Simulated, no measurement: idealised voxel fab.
Process module in this document: voxel tone inversion
We display cut, a cross-section 175 nm in width whose square cells are each 5 nm.
If you're reading a cross-section in this doc, picture square cells in a grid; it comes to you as bands, top ones listed first down to the bottom, and a band can be one or more rows of cells.
Within each band entry, the heights of the top and of the bottom of the band appear first, in that order and in nm; the materials of the band then follow from left to right, each with its corresponding width in nm. The designation "throughout" on a single material indicates that it fills the band from edge to edge; the designation "blank" indicates empty space.
Height 0 is the level under which the wafer as received is all one material. The lowest band goes on downwards, as in "0 -> down".
Graded width ("30 to 40"): value in top row of band = first number; value in bottom row = second number; row-to-row change constant.
Given "same as before" for a step, no cell of the cross-section differs between before and after that step.
If an empty space has no open way to the top and is at least 8 cells in size, "Closed void catalog" lists it, written width x height at distance, where distance is measured from the left edge and every value is in nm.
That trailing text on a step's line, after the settings, is the simulator's own remark on the step.
You can add "overlay nm" to a step's line. For a step with a mask, it describes how far the mask lay to the right of its planned position, and a negative number describes a lay to the left.
Process steps foreseen in the plan:
1) RECEIVE, material Si
2) CONFORMAL_DEP, material SiCN, thk nm 10
3) DIRECTIONAL_DEP, material polySi, thk nm 25
4) PATTERN, tone cover, mask id POSTS, material resist, width nm 25, pitch nm 50, thk nm 35, overlay nm 0
5) DIRECTIONAL_ETCH, etch materials polySi, depth nm 25
6) STRIP, etch materials resist
7) FILL_DEP, material SiO2, thk nm 10
8) CMP, height nm 35
9) STRIP, etch materials polySi
10) CONFORMAL_DEP, material TiN, thk nm 5
11) FILL_DEP, material Cu, thk nm 10
12) CMP, height nm 35
13) CONFORMAL_DEP, material SiCN, thk nm 5
First of two wafers, processed according to plan:
Incoming wafer in cross-section (state: after step 1):
  0 -> down: Si throughout
  Closed void catalog: none
Cross-section of the wafer subsequent to step 2:
  10 -> 0: SiCN throughout
  Anything lower than 0 is untouched.
Cross-section of the wafer subsequent to step 3:
  35 -> 10: polySi throughout
  Anything lower than 10 is untouched.
Cross-section of the wafer subsequent to step 4:
  70 -> 35: blank: 25, resist: 25, blank: 25, resist: 25, blank: 25, resist: 25, blank: 25
  Anything lower than 35 is untouched.
Cross-section of the wafer subsequent to step 5:
  70 -> 35: blank: 25, resist: 25, blank: 25, resist: 25, blank: 25, resist: 25, blank: 25
  35 -> 10: blank: 25, polySi: 25, blank: 25, polySi: 25, blank: 25, polySi: 25, blank: 25
  Anything lower than 10 is untouched.
Cross-section of the wafer subsequent to step 6:
  35 -> 10: blank: 25, polySi: 25, blank: 25, polySi: 25, blank: 25, polySi: 25, blank: 25
  Anything lower than 10 is untouched.
Cross-section of the wafer subsequent to step 7:
  45 -> 35: SiO2 throughout
  35 -> 10: SiO2: 25, polySi: 25, SiO2: 25, polySi: 25, SiO2: 25, polySi: 25, SiO2: 25
  Anything lower than 10 is untouched.
Cross-section of the wafer subsequent to step 8:
  35 -> 10: SiO2: 25, polySi: 25, SiO2: 25, polySi: 25, SiO2: 25, polySi: 25, SiO2: 25
  Anything lower than 10 is untouched.
Cross-section of the wafer subsequent to step 9:
  35 -> 10: SiO2: 25, blank: 25, SiO2: 25, blank: 25, SiO2: 25, blank: 25, SiO2: 25
  Anything lower than 10 is untouched.
Cross-section of the wafer subsequent to step 10:
  40 -> 35: TiN: 30, blank: 15, TiN: 35, blank: 15, TiN: 35, blank: 15, TiN: 30
  35 -> 15: SiO2: 25, TiN: 5, blank: 15, TiN: 5, SiO2: 25, TiN: 5, blank: 15, TiN: 5, SiO2: 25, TiN: 5, blank: 15, TiN: 5, SiO2: 25
  15 -> 10: SiO2: 25, TiN: 25, SiO2: 25, TiN: 25, SiO2: 25, TiN: 25, SiO2: 25
  Anything lower than 10 is untouched.
Cross-section of the wafer subsequent to step 11:
  50 -> 40: Cu throughout
  40 -> 35: TiN: 30, Cu: 15, TiN: 35, Cu: 15, TiN: 35, Cu: 15, TiN: 30
  35 -> 15: SiO2: 25, TiN: 5, Cu: 15, TiN: 5, SiO2: 25, TiN: 5, Cu: 15, TiN: 5, SiO2: 25, TiN: 5, Cu: 15, TiN: 5, SiO2: 25
  Anything lower than 15 is untouched.
Cross-section of the wafer subsequent to step 12:
  35 -> 15: SiO2: 25, TiN: 5, Cu: 15, TiN: 5, SiO2: 25, TiN: 5, Cu: 15, TiN: 5, SiO2: 25, TiN: 5, Cu: 15, TiN: 5, SiO2: 25
  Anything lower than 15 is untouched.
Cross-section of the wafer subsequent to step 13:
  40 -> 35: SiCN throughout
  Anything lower than 35 is untouched.
The second wafer was prepared from the same starting point and under the same plan as the first; its processing contained one mistake, and it remains indistinguishable from the first wafer up to and including step 6:
Planned end of step 7: second wafer, cross-section:
  45 -> 35: Cu throughout
  35 -> 10: Cu: 25, polySi: 25, Cu: 25, polySi: 25, Cu: 25, polySi: 25, Cu: 25
  Anything lower than 10 is untouched.
Planned end of step 8: second wafer, cross-section:
  35 -> 10: Cu: 25, polySi: 25, Cu: 25, polySi: 25, Cu: 25, polySi: 25, Cu: 25
  Anything lower than 10 is untouched.
Planned end of step 9: second wafer, cross-section:
  35 -> 10: Cu: 25, blank: 25, Cu: 25, blank: 25, Cu: 25, blank: 25, Cu: 25
  Anything lower than 10 is untouched.
Planned end of step 10: second wafer, cross-section:
  40 -> 35: TiN: 30, blank: 15, TiN: 35, blank: 15, TiN: 35, blank: 15, TiN: 30
  35 -> 15: Cu: 25, TiN: 5, blank: 15, TiN: 5, Cu: 25, TiN: 5, blank: 15, TiN: 5, Cu: 25, TiN: 5, blank: 15, TiN: 5, Cu: 25
  15 -> 10: Cu: 25, TiN: 25, Cu: 25, TiN: 25, Cu: 25, TiN: 25, Cu: 25
  Anything lower than 10 is untouched.
Planned end of step 11: second wafer, cross-section:
  50 -> 40: Cu throughout
  40 -> 35: TiN: 30, Cu: 15, TiN: 35, Cu: 15, TiN: 35, Cu: 15, TiN: 30
  35 -> 15: Cu: 25, TiN: 5, Cu: 15, TiN: 5, Cu: 25, TiN: 5, Cu: 15, TiN: 5, Cu: 25, TiN: 5, Cu: 15, TiN: 5, Cu: 25
  Anything lower than 15 is untouched.
Planned end of step 12: second wafer, cross-section:
  35 -> 15: Cu: 25, TiN: 5, Cu: 15, TiN: 5, Cu: 25, TiN: 5, Cu: 15, TiN: 5, Cu: 25, TiN: 5, Cu: 15, TiN: 5, Cu: 25
  Anything lower than 15 is untouched.
Planned end of step 13: second wafer, cross-section:
  40 -> 35: SiCN throughout
  Anything lower than 35 is untouched.
In executing the process, a mistake was made relative to the plan: rather than as planned, step 7 actually ran as FILL_DEP, material Cu, thk nm 10
Wafer comparison, final, in cells, second relative to first, materials more or fewer: 100 more of Cu | 100 fewer of SiO2
